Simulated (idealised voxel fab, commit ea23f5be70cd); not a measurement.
This section sets out a process module, namely voxel double patterning.
Square cells of 5 nm make up the cross-section cut, whose width is 190 nm.
For the purposes of this document, a cross-section shall be understood as a grid of square cells, specified as bands listed in top-to-bottom order, each band consisting of one or more rows of cells. Per band: top height and bottom height in nm, followed by the left-to-right materials and their widths in nm; "full width" marks a single material spanning edge to edge, "air" marks empty space. All heights in this document are referenced to 0, defined as the level beneath which the wafer, as received, consists entirely of one material. The lowest band is not bounded below; it extends indefinitely downward and is written in the form "top 0, no bottom". With a width like "30 to 40", each row of cells in the band differs from the next by the same amount, the top row carrying the first number and the bottom row the second. "remained the same" means the step left every cell of the cross-section as it was. For the entry "Internal closed voids", the listed items are empty spaces with no open way to the top whose size is 8 cells or more; each item follows the pattern width x height at distance, where distance is from the left edge and all three are in nm. Anything after a step's settings on that line? It's the simulator's own note about the step. For masked steps, "overlay nm" on the step line gives how far right of plan the mask actually lay; a minus sign means it lay to the left.

## Process steps foreseen in the plan
| 1 | op RECEIVE | material Si |
| 2 | op CONFORMAL_DEP | material SiO2 | thk nm 5 |
| 3 | op DIRECTIONAL_DEP | material polySi | thk nm 10 |
| 4 | op DIRECTIONAL_DEP | material SiCN | thk nm 5 |
| 5 | op DIRECTIONAL_DEP | material aC | thk nm 15 |
| 6 | op PATTERN | tone open | mask id FIRST | material resist | width nm 15 | pitch nm 50 | thk nm 35 | overlay nm 0 |
| 7 | op DIRECTIONAL_ETCH | etch materials aC | depth nm 15 |
| 8 | op STRIP | etch materials resist |
| 9 | op DIRECTIONAL_ETCH | etch materials SiCN | depth nm 5 |
| 10 | op STRIP | etch materials aC |
| 11 | op MASKED_ETCH | tone open | mask id SECOND | width nm 15 | pitch nm 50 | etch materials SiCN | depth nm 5 | overlay nm 0 |
| 12 | op DIRECTIONAL_ETCH | etch materials polySi | depth nm 10 |
| 13 | op STRIP | etch materials SiCN |

## The first of two wafers, run as planned

## Here's what the wafer looked like in cross-section when it arrived - that's after step 1
- top 0, no bottom  Si full width
- Internal closed voids: none

## Cross-section: wafer state after step 2
- top 5, bottom 0  SiO2 full width
- Lower than 0, everything is as it was.

## Cross-section: wafer state after step 3
- top 15, bottom 5  polySi full width
- Lower than 5, everything is as it was.

## Cross-section: wafer state after step 4
- top 20, bottom 15  SiCN full width
- Lower than 15, everything is as it was.

## Cross-section: wafer state after step 5
- top 35, bottom 20  aC full width
- Lower than 20, everything is as it was.

## Cross-section: wafer state after step 6
- top 70, bottom 35  resist 35, air 15, resist 35, air 15, resist 35, air 15, resist 40
- Lower than 35, everything is as it was.

## Cross-section: wafer state after step 7
- top 55, bottom 35  resist 35, air 15, resist 35, air 15, resist 35, air 15, resist 40
- top 35, bottom 20  aC 35, air 15, aC 35, air 15, aC 35, air 15, aC 40
- Lower than 20, everything is as it was.

## Cross-section: wafer state after step 8
- top 35, bottom 20  aC 35, air 15, aC 35, air 15, aC 35, air 15, aC 40
- Lower than 20, everything is as it was.

## Cross-section: wafer state after step 9
- top 35, bottom 20  aC 35, air 15, aC 35, air 15, aC 35, air 15, aC 40
- top 20, bottom 15  SiCN 35, air 15, SiCN 35, air 15, SiCN 35, air 15, SiCN 40
- Lower than 15, everything is as it was.

## Cross-section: wafer state after step 10
- top 20, bottom 15  SiCN 35, air 15, SiCN 35, air 15, SiCN 35, air 15, SiCN 40
- Lower than 15, everything is as it was.

## Cross-section: wafer state after step 11
- top 20, bottom 15  SiCN 35, air 15, SiCN 10, air 15, SiCN 10, air 15, SiCN 10, air 15, SiCN 10, air 15, SiCN 40
- Lower than 15, everything is as it was.

## Cross-section: wafer state after step 12
- top 20, bottom 15  SiCN 35, air 15, SiCN 10, air 15, SiCN 10, air 15, SiCN 10, air 15, SiCN 10, air 15, SiCN 40
- top 15, bottom 5  polySi 35, air 15, polySi 10, air 15, polySi 10, air 15, polySi 10, air 15, polySi 10, air 15, polySi 40
- Lower than 5, everything is as it was.

## Cross-section: wafer state after step 13
- top 15, bottom 5  polySi 35, air 15, polySi 10, air 15, polySi 10, air 15, polySi 10, air 15, polySi 10, air 15, polySi 40
- Lower than 5, everything is as it was.

## Wafer two of two - same starting point, same process plan, one mistake in execution; matches wafer one up to and including step 11

## Look at the second wafer in cross-section at the time step 12 ought to have finished
- top 20, bottom 15  SiCN 35, air 15, SiCN 10, air 15, SiCN 10, air 15, SiCN 10, air 15, SiCN 10, air 15, SiCN 40
- top 15, bottom 10  polySi 35, air 15, polySi 10, air 15, polySi 10, air 15, polySi 10, air 15, polySi 10, air 15, polySi 40
- Lower than 10, everything is as it was.

## Look at the second wafer in cross-section at the time step 13 ought to have finished
- top 15, bottom 10  polySi 35, air 15, polySi 10, air 15, polySi 10, air 15, polySi 10, air 15, polySi 10, air 15, polySi 40
- Lower than 10, everything is as it was.
In executing the process, a mistake was made relative to the plan: step 12 changed vs plan, executed as op DIRECTIONAL_ETCH | etch materials polySi | depth nm 5
Final wafer comparison in cells, second versus first, more or fewer per material: +15 polySi
